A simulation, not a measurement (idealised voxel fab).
The process module presented herein is designated voxel capacitor over wiring.
For reference, the cross-section in this document is cut, with width 290 nm and square cells of 5 nm.
Format of a cross-section: grid, square cells. Given as bands. Order: top down. Band: one or more rows of cells. Band: top and bottom heights (nm) first, top before bottom; then materials from left to right, widths in nm. "edge to edge" marks a sole material filling the band edge to edge. "empty" denotes empty space. For the purposes of this specification, 0 denotes the height below which the wafer in its as-received condition is composed wholly of one material, and the lowermost band, lacking a lower limit, extends downward without end, as expressed in "0 and below". Read "30->40" as a graded width: first number on top, second number at the bottom, same change between each pair of neighbouring rows. Reading "stayed the same" for a step: not a cell of the cross-section changed in it. Each empty space that has no open way to the top and spans at least 8 cells appears under "Fully sealed cavities" as width x height at distance, the distance counted from the left edge, all in nm. Step line, after settings: the simulator's comment on this step. The line of a step may include "overlay nm". On a step with a mask, this value is how far to the right of its planned place the mask lay. A negative value means the mask lay to the left.

**Set out below are the planned steps of the process**
- 1: RECEIVE,material Si
- 2: CONFORMAL_DEP,material SiO2,thk nm 10
- 3: DIRECTIONAL_DEP,material TiN,thk nm 5
- 4: DIRECTIONAL_DEP,material Ru,thk nm 25
- 5: PATTERN,tone cover,mask id METAL_1,material resist,width nm 25,pitch nm 95,thk nm 15,overlay nm 0
- 6: DIRECTIONAL_ETCH,etch materials Ru,depth nm 25
- 7: DIRECTIONAL_ETCH,etch materials TiN,depth nm 5
- 8: STRIP,etch materials resist
- 9: CONFORMAL_DEP,material SiCN,thk nm 5
- 10: FILL_DEP,material SiO2,thk nm 10
- 11: CMP,height nm 40
- 12: CONFORMAL_DEP,material SiCN,thk nm 5
- 13: DIRECTIONAL_DEP,material SiO2,thk nm 15
- 14: MASKED_ETCH,tone open,mask id PLUG_1,width nm 15,etch materials SiO2,depth nm 15,overlay nm 0
- 15: MASKED_ETCH,tone open,mask id PLUG_1,width nm 15,etch materials SiCN,depth nm 5,overlay nm 0
- 16: CONFORMAL_DEP,material TiN,thk nm 5
- 17: FILL_DEP,material W,thk nm 5
- 18: CMP,height nm 60
- 19: DIRECTIONAL_DEP,material TiN,thk nm 5
- 20: DIRECTIONAL_DEP,material SiN,thk nm 5
- 21: DIRECTIONAL_DEP,material TiN,thk nm 5
- 22: DIRECTIONAL_DEP,material aC,thk nm 10
- 23: PATTERN,tone cover,mask id UPPER_PLATE,material resist,width nm 75,thk nm 25,overlay nm 0
- 24: DIRECTIONAL_ETCH,etch materials aC,depth nm 10
- 25: STRIP,etch materials resist
- 26: DIRECTIONAL_ETCH,etch materials TiN,depth nm 5
- 27: DIRECTIONAL_ETCH,etch materials SiN,depth nm 5
- 28: STRIP,etch materials aC
- 29: MASKED_ETCH,tone cover,mask id LOWER_PLATE,width nm 85,etch materials TiN,depth nm 5,overlay nm 0
- 30: FILL_DEP,material SiO2,thk nm 15
- 31: CMP,height nm 85
- 32: DIRECTIONAL_DEP,material aC,thk nm 15
- 33: PATTERN,tone open,mask id PLUG_2,material resist,width nm 15,thk nm 30,overlay nm 0
- 34: DIRECTIONAL_ETCH,etch materials aC,depth nm 15
- 35: STRIP,etch materials resist
- 36: DIRECTIONAL_ETCH,etch materials SiO2,depth nm 10
- 37: STRIP,etch materials aC
- 38: CONFORMAL_DEP,material TiN,thk nm 5
- 39: FILL_DEP,material W,thk nm 5
- 40: CMP,height nm 85
- 41: CONFORMAL_DEP,material SiN,thk nm 5

**first wafer, as planned**

**Cross-sectional view of the wafer in its as-received condition, corresponding to the state after step 1**
- 0 and below: Si edge to edge
- Fully sealed cavities: none

**The wafer in cross-section once step 2 is complete**
- 10 down to 0: SiO2 edge to edge
- Rest of section, below 0: as before.

**The wafer in cross-section once step 3 is complete**
- 15 down to 10: TiN edge to edge
- Rest of section, below 10: as before.

**The wafer in cross-section once step 4 is complete**
- 40 down to 15: Ru edge to edge
- Rest of section, below 15: as before.

**The wafer in cross-section once step 5 is complete**
- 55 down to 40: empty=85 | resist=25 | empty=70 | resist=25 | empty=85
- Rest of section, below 40: as before.

**The wafer in cross-section once step 6 is complete**
- 55 down to 40: empty=85 | resist=25 | empty=70 | resist=25 | empty=85
- 40 down to 15: empty=85 | Ru=25 | empty=70 | Ru=25 | empty=85
- Rest of section, below 15: as before.

**The wafer in cross-section once step 7 is complete**
- 55 down to 40: empty=85 | resist=25 | empty=70 | resist=25 | empty=85
- 40 down to 15: empty=85 | Ru=25 | empty=70 | Ru=25 | empty=85
- 15 down to 10: empty=85 | TiN=25 | empty=70 | TiN=25 | empty=85
- Rest of section, below 10: as before.

**The wafer in cross-section once step 8 is complete**
- 40 down to 15: empty=85 | Ru=25 | empty=70 | Ru=25 | empty=85
- Rest of section, below 15: as before.

**The wafer in cross-section once step 9 is complete**
- 45 down to 40: empty=80 | SiCN=35 | empty=60 | SiCN=35 | empty=80
- 40 down to 15: empty=80 | SiCN=5 | Ru=25 | SiCN=5 | empty=60 | SiCN=5 | Ru=25 | SiCN=5 | empty=80
- 15 down to 10: SiCN=85 | TiN=25 | SiCN=70 | TiN=25 | SiCN=85
- Rest of section, below 10: as before.

**The wafer in cross-section once step 10 is complete**
- 55 down to 45: SiO2 edge to edge
- 45 down to 40: SiO2=80 | SiCN=35 | SiO2=60 | SiCN=35 | SiO2=80
- 40 down to 15: SiO2=80 | SiCN=5 | Ru=25 | SiCN=5 | SiO2=60 | SiCN=5 | Ru=25 | SiCN=5 | SiO2=80
- Rest of section, below 15: as before.

**The wafer in cross-section once step 11 is complete**
- 40 down to 15: SiO2=80 | SiCN=5 | Ru=25 | SiCN=5 | SiO2=60 | SiCN=5 | Ru=25 | SiCN=5 | SiO2=80
- Rest of section, below 15: as before.

**The wafer in cross-section once step 12 is complete**
- 45 down to 40: SiCN edge to edge
- Rest of section, below 40: as before.

**The wafer in cross-section once step 13 is complete**
- 60 down to 45: SiO2 edge to edge
- Rest of section, below 45: as before.

**The wafer in cross-section once step 14 is complete**
- 60 down to 45: SiO2=95 | empty=15 | SiO2=180
- Rest of section, below 45: as before.

**The wafer in cross-section once step 15 is complete**
- 60 down to 45: SiO2=95 | empty=15 | SiO2=180
- 45 down to 40: SiCN=95 | empty=15 | SiCN=180
- Rest of section, below 40: as before.

**The wafer in cross-section once step 16 is complete**
- 65 down to 60: TiN=100 | empty=5 | TiN=185
- 60 down to 45: SiO2=95 | TiN=5 | empty=5 | TiN=5 | SiO2=180
- 45 down to 40: SiCN=95 | TiN=15 | SiCN=180
- Rest of section, below 40: as before.

**The wafer in cross-section once step 17 is complete**
- 70 down to 65: W edge to edge
- 65 down to 60: TiN=100 | W=5 | TiN=185
- 60 down to 45: SiO2=95 | TiN=5 | W=5 | TiN=5 | SiO2=180
- Rest of section, below 45: as before.

**The wafer in cross-section once step 18 is complete**
- 60 down to 45: SiO2=95 | TiN=5 | W=5 | TiN=5 | SiO2=180
- Rest of section, below 45: as before.

**The wafer in cross-section once step 19 is complete**
- 65 down to 60: TiN edge to edge
- Rest of section, below 60: as before.

**The wafer in cross-section once step 20 is complete**
- 70 down to 65: SiN edge to edge
- Rest of section, below 65: as before.

**The wafer in cross-section once step 21 is complete**
- 75 down to 70: TiN edge to edge
- Rest of section, below 70: as before.

**The wafer in cross-section once step 22 is complete**
- 85 down to 75: aC edge to edge
- Rest of section, below 75: as before.

**The wafer in cross-section once step 23 is complete**
- 110 down to 85: empty=95 | resist=75 | empty=120
- Rest of section, below 85: as before.

**The wafer in cross-section once step 24 is complete**
- 100 down to 85: empty=95 | resist=75 | empty=120
- 85 down to 75: empty=95 | aC=75 | empty=120
- Rest of section, below 75: as before.

**The wafer in cross-section once step 25 is complete**
- 85 down to 75: empty=95 | aC=75 | empty=120
- Rest of section, below 75: as before.

**The wafer in cross-section once step 26 is complete**
- 85 down to 75: empty=95 | aC=75 | empty=120
- 75 down to 70: empty=95 | TiN=75 | empty=120
- Rest of section, below 70: as before.

**The wafer in cross-section once step 27 is complete**
- 85 down to 75: empty=95 | aC=75 | empty=120
- 75 down to 70: empty=95 | TiN=75 | empty=120
- 70 down to 65: empty=95 | SiN=75 | empty=120
- Rest of section, below 65: as before.

**The wafer in cross-section once step 28 is complete**
- 75 down to 70: empty=95 | TiN=75 | empty=120
- Rest of section, below 70: as before.

**The wafer in cross-section once step 29 is complete**
- 75 down to 70: empty=95 | TiN=75 | empty=120
- 70 down to 65: empty=95 | SiN=75 | empty=120
- 65 down to 60: empty=90 | TiN=85 | empty=115
- Rest of section, below 60: as before.

**The wafer in cross-section once step 30 is complete**
- 90 down to 75: SiO2 edge to edge
- 75 down to 70: SiO2=95 | TiN=75 | SiO2=120
- 70 down to 65: SiO2=95 | SiN=75 | SiO2=120
- 65 down to 60: SiO2=90 | TiN=85 | SiO2=115
- Rest of section, below 60: as before.

**The wafer in cross-section once step 31 is complete**
- 85 down to 75: SiO2 edge to edge
- Rest of section, below 75: as before.

**The wafer in cross-section once step 32 is complete**
- 100 down to 85: aC edge to edge
- Rest of section, below 85: as before.

**The wafer in cross-section once step 33 is complete**
- 130 down to 100: resist=105 | empty=15 | resist=170
- Rest of section, below 100: as before.

**The wafer in cross-section once step 34 is complete**
- 115 down to 100: resist=105 | empty=15 | resist=170
- 100 down to 85: aC=105 | empty=15 | aC=170
- Rest of section, below 85: as before.

**The wafer in cross-section once step 35 is complete**
- 100 down to 85: aC=105 | empty=15 | aC=170
- Rest of section, below 85: as before.

**The wafer in cross-section once step 36 is complete**
- 100 down to 85: aC=105 | empty=15 | aC=170
- 85 down to 75: SiO2=105 | empty=15 | SiO2=170
- Rest of section, below 75: as before.

**The wafer in cross-section once step 37 is complete**
- 85 down to 75: SiO2=105 | empty=15 | SiO2=170
- Rest of section, below 75: as before.

**The wafer in cross-section once step 38 is complete**
- 90 down to 85: TiN=110 | empty=5 | TiN=175
- 85 down to 80: SiO2=105 | TiN=5 | empty=5 | TiN=5 | SiO2=170
- 80 down to 70: SiO2=105->95 | TiN=15->75 | SiO2=170->120
- Rest of section, below 70: as before.

**The wafer in cross-section once step 39 is complete**
- 95 down to 90: W edge to edge
- 90 down to 85: TiN=110 | W=5 | TiN=175
- 85 down to 80: SiO2=105 | TiN=5 | W=5 | TiN=5 | SiO2=170
- Rest of section, below 80: as before.

**The wafer in cross-section once step 40 is complete**
- 85 down to 80: SiO2=105 | TiN=5 | W=5 | TiN=5 | SiO2=170
- Rest of section, below 80: as before.

**The wafer in cross-section once step 41 is complete**
- 90 down to 85: SiN edge to edge
- Rest of section, below 85: as before.

**Okay, second wafer. Nothing different at the start, nothing different in the plan, just one mistake somewhere in the running. As far as step 22, counting that step, it's the first wafer all over again**

**Here is the second wafer in cross-section at the point where step 23 of the plan should have been done**
- 110 down to 85: empty=100 | resist=65 | empty=125
- Rest of section, below 85: as before.

**Here is the second wafer in cross-section at the point where step 24 of the plan should have been done**
- 100 down to 85: empty=100 | resist=65 | empty=125
- 85 down to 75: empty=100 | aC=65 | empty=125
- Rest of section, below 75: as before.

**Here is the second wafer in cross-section at the point where step 25 of the plan should have been done**
- 85 down to 75: empty=100 | aC=65 | empty=125
- Rest of section, below 75: as before.

**Here is the second wafer in cross-section at the point where step 26 of the plan should have been done**
- 85 down to 75: empty=100 | aC=65 | empty=125
- 75 down to 70: empty=100 | TiN=65 | empty=125
- Rest of section, below 70: as before.

**Here is the second wafer in cross-section at the point where step 27 of the plan should have been done**
- 85 down to 75: empty=100 | aC=65 | empty=125
- 75 down to 70: empty=100 | TiN=65 | empty=125
- 70 down to 65: empty=100 | SiN=65 | empty=125
- Rest of section, below 65: as before.

**Here is the second wafer in cross-section at the point where step 28 of the plan should have been done**
- 75 down to 70: empty=100 | TiN=65 | empty=125
- Rest of section, below 70: as before.

**Here is the second wafer in cross-section at the point where step 29 of the plan should have been done**
- 75 down to 70: empty=100 | TiN=65 | empty=125
- 70 down to 65: empty=100 | SiN=65 | empty=125
- 65 down to 60: empty=90 | TiN=85 | empty=115
- Rest of section, below 60: as before.

**Here is the second wafer in cross-section at the point where step 30 of the plan should have been done**
- 90 down to 75: SiO2 edge to edge
- 75 down to 70: SiO2=100 | TiN=65 | SiO2=125
- 70 down to 65: SiO2=100 | SiN=65 | SiO2=125
- 65 down to 60: SiO2=90 | TiN=85 | SiO2=115
- Rest of section, below 60: as before.

**Here is the second wafer in cross-section at the point where step 31 of the plan should have been done**
- 85 down to 75: SiO2 edge to edge
- Rest of section, below 75: as before.

**Here is the second wafer in cross-section at the point where step 32 of the plan should have been done**
- 100 down to 85: aC edge to edge
- Rest of section, below 85: as before.

**Here is the second wafer in cross-section at the point where step 33 of the plan should have been done**
- 130 down to 100: resist=105 | empty=15 | resist=170
- Rest of section, below 100: as before.

**Here is the second wafer in cross-section at the point where step 34 of the plan should have been done**
- 115 down to 100: resist=105 | empty=15 | resist=170
- 100 down to 85: aC=105 | empty=15 | aC=170
- Rest of section, below 85: as before.

**Here is the second wafer in cross-section at the point where step 35 of the plan should have been done**
- 100 down to 85: aC=105 | empty=15 | aC=170
- Rest of section, below 85: as before.

**Here is the second wafer in cross-section at the point where step 36 of the plan should have been done**
- 100 down to 85: aC=105 | empty=15 | aC=170
- 85 down to 75: SiO2=105 | empty=15 | SiO2=170
- Rest of section, below 75: as before.

**Here is the second wafer in cross-section at the point where step 37 of the plan should have been done**
- 85 down to 75: SiO2=105 | empty=15 | SiO2=170
- Rest of section, below 75: as before.

**Here is the second wafer in cross-section at the point where step 38 of the plan should have been done**
- 90 down to 85: TiN=110 | empty=5 | TiN=175
- 85 down to 80: SiO2=105 | TiN=5 | empty=5 | TiN=5 | SiO2=170
- 80 down to 70: SiO2=105->100 | TiN=15->65 | SiO2=170->125
- Rest of section, below 70: as before.

**Here is the second wafer in cross-section at the point where step 39 of the plan should have been done**
- 95 down to 90: W edge to edge
- 90 down to 85: TiN=110 | W=5 | TiN=175
- 85 down to 80: SiO2=105 | TiN=5 | W=5 | TiN=5 | SiO2=170
- Rest of section, below 80: as before.

**Here is the second wafer in cross-section at the point where step 40 of the plan should have been done**
- 85 down to 80: SiO2=105 | TiN=5 | W=5 | TiN=5 | SiO2=170
- Rest of section, below 80: as before.

**Here is the second wafer in cross-section at the point where step 41 of the plan should have been done**
- 90 down to 85: SiN edge to edge
- Rest of section, below 85: as before.
What was the processing mistake? step 23 was run on a setting that differed from the plan, and what really ran there is PATTERN,tone cover,mask id UPPER_PLATE,material resist,width nm 65,thk nm 25,overlay nm 0
End of process, cell counts, second wafer against first, materials with more or fewer: SiN: 2 fewer, SiO2: 4 more, TiN: 2 fewer
